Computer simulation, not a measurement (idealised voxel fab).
Process module in this document: voxel capacitor over wiring
265 nm wide, 5 nm square cells: that's cross-section cut.
Just so we're on the same page, the cross-sections are grids of square cells, and they're listed out in bands top to bottom, each band one or more rows deep.
Heights first: top, then bottom, in nm. Then materials, left to right, each with a width in nm. "throughout" on a single material: fills the band edge to edge. "blank": empty space.
Height reference: 0 = level under which incoming wafer is all one material. Lowest band: no bottom, runs on downward, e.g. "0 -> down".
The expression "30->40" gives the width at the extremes of the band, the first number at its top row of cells and the second at its bottom row, with the width changing by equal amounts from each row to the next in between.
Take "remains unaltered" at face value: in the step it is given for, the cross-section changed in none of its cells.
Empty spaces without an open route to the top, at least 8 cells in extent, make up the entry "Closed cavities"; each is given as width x height at distance, where the distance is measured from the left edge, and all are in nm.
Note: text after step settings on the step line = simulator remark on that step.
"overlay nm" on a masked step: distance the mask lay right of its planned place, negative for left.
Each pair of cross-sections that follows straddles one process step: the one shows the state before the step, the other the state after it, down to the lowest band that changed and no further. The step in question, and its settings, are given under the pair. Note that a pair is not necessarily a continuation of the pair above it, since pairs can come from different runs of this module on the same starting wafer; it is a continuation only where its entry headed "Pre-process state" says so.
PRE-PROCESS STATE
> 80 -> 75 | SiN throughout
> 75 -> 70 | TiN throughout
> 70 -> 50 | SiO2=90  TiN=5  SiO2=5  TiN=5  SiO2=160
> 50 -> 45 | SiCN=90  TiN=15  SiCN=160
> 45 -> 40 | SiCN=70  Ru=40  SiCN=40  Ru=40  SiCN=75
> 40 -> 20 | lowk=75  TiN=5  Ru=20  TiN=5  lowk=50  TiN=5  Ru=20  TiN=5  lowk=80
> 20 -> 15 | SiCN=75  TiN=30  SiCN=50  TiN=30  SiCN=80
> 15 -> 0 | SiO2 throughout
> 0 -> down | Si throughout
> Closed cavities: none
POST-PROCESS SECTION
> 85 -> 80 | TiN throughout
> No changes below 80.
> Closed cavities: none
The step that takes the structure from the upper cross-section to the lower one is DIRECTIONAL_DEP (material TiN; thk nm 5)
Pre-process state: see preceding pair, after cross-section.
POST-PROCESS SECTION
> 100 -> 85 | aC throughout
> No changes below 85.
> Closed cavities: none
The step that takes the structure from the upper cross-section to the lower one is DIRECTIONAL_DEP (material aC; thk nm 15)
Pre-process state: see preceding pair, after cross-section.
POST-PROCESS SECTION
> 130 -> 100 | blank=90  resist=55  blank=120
> No changes below 100.
> Closed cavities: none
The step that takes the structure from the upper cross-section to the lower one is PATTERN (tone cover; mask id UPPER_PLATE; material resist; width nm 55; thk nm 30; overlay nm 0)
Pre-process state: see preceding pair, after cross-section.
POST-PROCESS SECTION
> 115 -> 100 | blank=90  resist=55  blank=120
> 100 -> 85 | blank=90  aC=55  blank=120
> No changes below 85.
> Closed cavities: none
The step that takes the structure from the upper cross-section to the lower one is DIRECTIONAL_ETCH (etch materials aC; depth nm 15)
Pre-process state: see preceding pair, after cross-section.
POST-PROCESS SECTION
> 100 -> 85 | blank=90  aC=55  blank=120
> No changes below 85.
> Closed cavities: none
The step that takes the structure from the upper cross-section to the lower one is STRIP (etch materials resist)
Pre-process state: see preceding pair, after cross-section.
POST-PROCESS SECTION
> 100 -> 85 | blank=90  aC=55  blank=120
> 85 -> 80 | blank=90  TiN=55  blank=120
> No changes below 80.
> Closed cavities: none
The step that takes the structure from the upper cross-section to the lower one is DIRECTIONAL_ETCH (etch materials TiN; depth nm 5)
Pre-process state: see preceding pair, after cross-section.
POST-PROCESS SECTION
> 100 -> 85 | blank=90  aC=55  blank=120
> 85 -> 80 | blank=90  TiN=55  blank=120
> 80 -> 75 | blank=90  SiN=55  blank=120
> No changes below 75.
> Closed cavities: none
The step that takes the structure from the upper cross-section to the lower one is DIRECTIONAL_ETCH (etch materials SiN; depth nm 5)
Pre-process state: see preceding pair, after cross-section.
POST-PROCESS SECTION
> 85 -> 80 | blank=90  TiN=55  blank=120
> No changes below 80.
> Closed cavities: none
The step that takes the structure from the upper cross-section to the lower one is STRIP (etch materials aC)
Pre-process state: see preceding pair, after cross-section.
POST-PROCESS SECTION
> 85 -> 80 | blank=90  TiN=55  blank=120
> 80 -> 75 | blank=90  SiN=55  blank=120
> 75 -> 70 | blank=85  TiN=65  blank=115
> No changes below 70.
> Closed cavities: none
The step that takes the structure from the upper cross-section to the lower one is MASKED_ETCH (tone cover; mask id LOWER_PLATE; width nm 65; etch materials TiN; depth nm 5; overlay nm 0)
Pre-process state: see preceding pair, after cross-section.
POST-PROCESS SECTION
> 100 -> 85 | SiO2 throughout
> 85 -> 80 | SiO2=90  TiN=55  SiO2=120
> 80 -> 75 | SiO2=90  SiN=55  SiO2=120
> 75 -> 70 | SiO2=85  TiN=65  SiO2=115
> No changes below 70.
> Closed cavities: none
The step that takes the structure from the upper cross-section to the lower one is FILL_DEP (material SiO2; thk nm 15)
Pre-process state: see preceding pair, after cross-section.
POST-PROCESS SECTION
> 95 -> 85 | SiO2 throughout
> No changes below 85.
> Closed cavities: none
The step that takes the structure from the upper cross-section to the lower one is CMP (height nm 95)
Pre-process state: see preceding pair, after cross-section.
POST-PROCESS SECTION
> 95 -> 85 | SiO2=100  blank=15  SiO2=150
> No changes below 85.
> Closed cavities: none
The step that takes the structure from the upper cross-section to the lower one is MASKED_ETCH (tone open; mask id PLUG_2; width nm 15; etch materials SiO2; depth nm 10; overlay nm 0)
Pre-process state: see preceding pair, after cross-section.
POST-PROCESS SECTION
> 100 -> 95 | TiN=105  blank=5  TiN=155
> 95 -> 90 | SiO2=100  TiN=5  blank=5  TiN=5  SiO2=150
> 90 -> 80 | SiO2=100->90  TiN=15->55  SiO2=150->120
> No changes below 80.
> Closed cavities: none
The step that takes the structure from the upper cross-section to the lower one is CONFORMAL_DEP (material TiN; thk nm 5)
Pre-process state: see preceding pair, after cross-section.
POST-PROCESS SECTION
> 105 -> 100 | Cu throughout
> 100 -> 95 | TiN=105  Cu=5  TiN=155
> 95 -> 90 | SiO2=100  TiN=5  Cu=5  TiN=5  SiO2=150
> No changes below 90.
> Closed cavities: none
The step that takes the structure from the upper cross-section to the lower one is FILL_DEP (material Cu; thk nm 5)
Pre-process state: see preceding pair, after cross-section.
POST-PROCESS SECTION
> 95 -> 90 | SiO2=100  TiN=5  Cu=5  TiN=5  SiO2=150
> No changes below 90.
> Closed cavities: none
The step that takes the structure from the upper cross-section to the lower one is CMP (height nm 95)
Pre-process state: see preceding pair, after cross-section.
POST-PROCESS SECTION
> 100 -> 95 | SiCN throughout
> No changes below 95.
> Closed cavities: none
The step that takes the structure from the upper cross-section to the lower one is CONFORMAL_DEP (material SiCN; thk nm 5)
PRE-PROCESS STATE
> 80 -> 70 | aC throughout
> 70 -> 50 | SiO2 throughout
> 50 -> 45 | SiCN throughout
> 45 -> 40 | SiCN=70  Ru=40  SiCN=40  Ru=40  SiCN=75
> 40 -> 20 | lowk=75  TiN=5  Ru=20  TiN=5  lowk=50  TiN=5  Ru=20  TiN=5  lowk=80
> 20 -> 15 | SiCN=75  TiN=30  SiCN=50  TiN=30  SiCN=80
> 15 -> 0 | SiO2 throughout
> 0 -> down | Si throughout
> Closed cavities: none
POST-PROCESS SECTION
> 105 -> 80 | blank=90  resist=15  blank=160
> No changes below 80.
> Closed cavities: none
The step that takes the structure from the upper cross-section to the lower one is PATTERN (tone cover; mask id PLUG_1; material resist; width nm 15; thk nm 25; overlay nm 0)
Pre-process state: see preceding pair, after cross-section.
POST-PROCESS SECTION
> 95 -> 80 | blank=90  resist=15  blank=160
> 80 -> 70 | blank=90  aC=15  blank=160
> No changes below 70.
> Closed cavities: none
The step that takes the structure from the upper cross-section to the lower one is DIRECTIONAL_ETCH (etch materials aC; depth nm 10)
Pre-process state: see preceding pair, after cross-section.
POST-PROCESS SECTION
> 80 -> 70 | blank=90  aC=15  blank=160
> No changes below 70.
> Closed cavities: none
The step that takes the structure from the upper cross-section to the lower one is STRIP (etch materials resist)
Pre-process state: see preceding pair, after cross-section.
POST-PROCESS SECTION
> 80 -> 70 | blank=90  aC=15  blank=160
> 70 -> 50 | blank=90  SiO2=15  blank=160
> No changes below 50.
> Closed cavities: none
The step that takes the structure from the upper cross-section to the lower one is DIRECTIONAL_ETCH (etch materials SiO2; depth nm 20)
Pre-process state: see preceding pair, after cross-section.
POST-PROCESS SECTION
> 80 -> 70 | blank=90  aC=15  blank=160
> 70 -> 50 | blank=90  SiO2=15  blank=160
> 50 -> 45 | blank=90  SiCN=15  blank=160
> No changes below 45.
> Closed cavities: none
The step that takes the structure from the upper cross-section to the lower one is DIRECTIONAL_ETCH (etch materials SiCN; depth nm 5)
Pre-process state: see preceding pair, after cross-section.
POST-PROCESS SECTION
> 70 -> 50 | blank=90  SiO2=15  blank=160
> No changes below 50.
> Closed cavities: none
The step that takes the structure from the upper cross-section to the lower one is STRIP (etch materials aC)
Pre-process state: see preceding pair, after cross-section.
POST-PROCESS SECTION
> 75 -> 70 | blank=85  TiN=25  blank=155
> 70 -> 50 | blank=85  TiN=5  SiO2=15  TiN=5  blank=155
> 50 -> 45 | TiN=90  SiCN=15  TiN=160
> No changes below 45.
> Closed cavities: none
The step that takes the structure from the upper cross-section to the lower one is CONFORMAL_DEP (material TiN; thk nm 5)
Pre-process state: see preceding pair, after cross-section.
POST-PROCESS SECTION
> 80 -> 75 | Cu throughout
> 75 -> 70 | Cu=85  TiN=25  Cu=155
> 70 -> 50 | Cu=85  TiN=5  SiO2=15  TiN=5  Cu=155
> No changes below 50.
> Closed cavities: none
The step that takes the structure from the upper cross-section to the lower one is FILL_DEP (material Cu; thk nm 5)
Pre-process state: see preceding pair, after cross-section.
POST-PROCESS SECTION
> 70 -> 50 | Cu=85  TiN=5  SiO2=15  TiN=5  Cu=155
> No changes below 50.
> Closed cavities: none
The step that takes the structure from the upper cross-section to the lower one is CMP (height nm 70)
Pre-process state: see preceding pair, after cross-section.
POST-PROCESS SECTION
> 75 -> 70 | TiN throughout
> No changes below 70.
> Closed cavities: none
The step that takes the structure from the upper cross-section to the lower one is DIRECTIONAL_DEP (material TiN; thk nm 5)
Pre-process state: see preceding pair, after cross-section.
POST-PROCESS SECTION
> 80 -> 75 | SiN throughout
> No changes below 75.
> Closed cavities: none
The step that takes the structure from the upper cross-section to the lower one is DIRECTIONAL_DEP (material SiN; thk nm 5)
Pre-process state: see preceding pair, after cross-section.
POST-PROCESS SECTION
> 85 -> 80 | TiN throughout
> No changes below 80.
> Closed cavities: none
The step that takes the structure from the upper cross-section to the lower one is DIRECTIONAL_DEP (material TiN; thk nm 5)
Pre-process state: see preceding pair, after cross-section.
POST-PROCESS SECTION
> 100 -> 85 | aC throughout
> No changes below 85.
> Closed cavities: none
The step that takes the structure from the upper cross-section to the lower one is DIRECTIONAL_DEP (material aC; thk nm 15)
Pre-process state: see preceding pair, after cross-section.
POST-PROCESS SECTION
> 130 -> 100 | blank=90  resist=55  blank=120
> No changes below 100.
> Closed cavities: none
The step that takes the structure from the upper cross-section to the lower one is PATTERN (tone cover; mask id UPPER_PLATE; material resist; width nm 55; thk nm 30; overlay nm 0)
Pre-process state: see preceding pair, after cross-section.
POST-PROCESS SECTION
> 115 -> 100 | blank=90  resist=55  blank=120
> 100 -> 85 | blank=90  aC=55  blank=120
> No changes below 85.
> Closed cavities: none
The step that takes the structure from the upper cross-section to the lower one is DIRECTIONAL_ETCH (etch materials aC; depth nm 15)
Pre-process state: see preceding pair, after cross-section.
POST-PROCESS SECTION
> 100 -> 85 | blank=90  aC=55  blank=120
> No changes below 85.
> Closed cavities: none
The step that takes the structure from the upper cross-section to the lower one is STRIP (etch materials resist)
Pre-process state: see preceding pair, after cross-section.
POST-PROCESS SECTION
> 100 -> 85 | blank=90  aC=55  blank=120
> 85 -> 80 | blank=90  TiN=55  blank=120
> No changes below 80.
> Closed cavities: none
The step that takes the structure from the upper cross-section to the lower one is DIRECTIONAL_ETCH (etch materials TiN; depth nm 5)
Pre-process state: see preceding pair, after cross-section.
POST-PROCESS SECTION
> 100 -> 85 | blank=90  aC=55  blank=120
> 85 -> 80 | blank=90  TiN=55  blank=120
> 80 -> 75 | blank=90  SiN=55  blank=120
> No changes below 75.
> Closed cavities: none
The step that takes the structure from the upper cross-section to the lower one is DIRECTIONAL_ETCH (etch materials SiN; depth nm 5)
Pre-process state: see preceding pair, after cross-section.
POST-PROCESS SECTION
> 85 -> 80 | blank=90  TiN=55  blank=120
> No changes below 80.
> Closed cavities: none
The step that takes the structure from the upper cross-section to the lower one is STRIP (etch materials aC)
Pre-process state: see preceding pair, after cross-section.
POST-PROCESS SECTION
> 85 -> 80 | blank=90  TiN=55  blank=120
> 80 -> 75 | blank=90  SiN=55  blank=120
> 75 -> 70 | blank=85  TiN=65  blank=115
> No changes below 70.
> Closed cavities: none
The step that takes the structure from the upper cross-section to the lower one is MASKED_ETCH (tone cover; mask id LOWER_PLATE; width nm 65; etch materials TiN; depth nm 5; overlay nm 0)
Pre-process state: see preceding pair, after cross-section.
POST-PROCESS SECTION
> 100 -> 85 | SiO2 throughout
> 85 -> 80 | SiO2=90  TiN=55  SiO2=120
> 80 -> 75 | SiO2=90  SiN=55  SiO2=120
> 75 -> 70 | SiO2=85  TiN=65  SiO2=115
> No changes below 70.
> Closed cavities: none
The step that takes the structure from the upper cross-section to the lower one is FILL_DEP (material SiO2; thk nm 15)
Pre-process state: see preceding pair, after cross-section.
POST-PROCESS SECTION
> 95 -> 85 | SiO2 throughout
> No changes below 85.
> Closed cavities: none
The step that takes the structure from the upper cross-section to the lower one is CMP (height nm 95)
Pre-process state: see preceding pair, after cross-section.
POST-PROCESS SECTION
> 95 -> 85 | SiO2=100  blank=15  SiO2=150
> No changes below 85.
> Closed cavities: none
The step that takes the structure from the upper cross-section to the lower one is MASKED_ETCH (tone open; mask id PLUG_2; width nm 15; etch materials SiO2; depth nm 10; overlay nm 0)
Pre-process state: see preceding pair, after cross-section.
POST-PROCESS SECTION
> 100 -> 95 | TiN=105  blank=5  TiN=155
> 95 -> 90 | SiO2=100  TiN=5  blank=5  TiN=5  SiO2=150
> 90 -> 80 | SiO2=100->90  TiN=15->55  SiO2=150->120
> No changes below 80.
> Closed cavities: none
The step that takes the structure from the upper cross-section to the lower one is CONFORMAL_DEP (material TiN; thk nm 5)
Pre-process state: see preceding pair, after cross-section.
POST-PROCESS SECTION
> 105 -> 100 | Cu throughout
> 100 -> 95 | TiN=105  Cu=5  TiN=155
> 95 -> 90 | SiO2=100  TiN=5  Cu=5  TiN=5  SiO2=150
> No changes below 90.
> Closed cavities: none
The step that takes the structure from the upper cross-section to the lower one is FILL_DEP (material Cu; thk nm 5)
Pre-process state: see preceding pair, after cross-section.
POST-PROCESS SECTION
> 95 -> 90 | SiO2=100  TiN=5  Cu=5  TiN=5  SiO2=150
> No changes below 90.
> Closed cavities: none
The step that takes the structure from the upper cross-section to the lower one is CMP (height nm 95)
Pre-process state: see preceding pair, after cross-section.
POST-PROCESS SECTION
> 100 -> 95 | SiCN throughout
> No changes below 95.
> Closed cavities: none
The step that takes the structure from the upper cross-section to the lower one is CONFORMAL_DEP (material SiCN; thk nm 5)
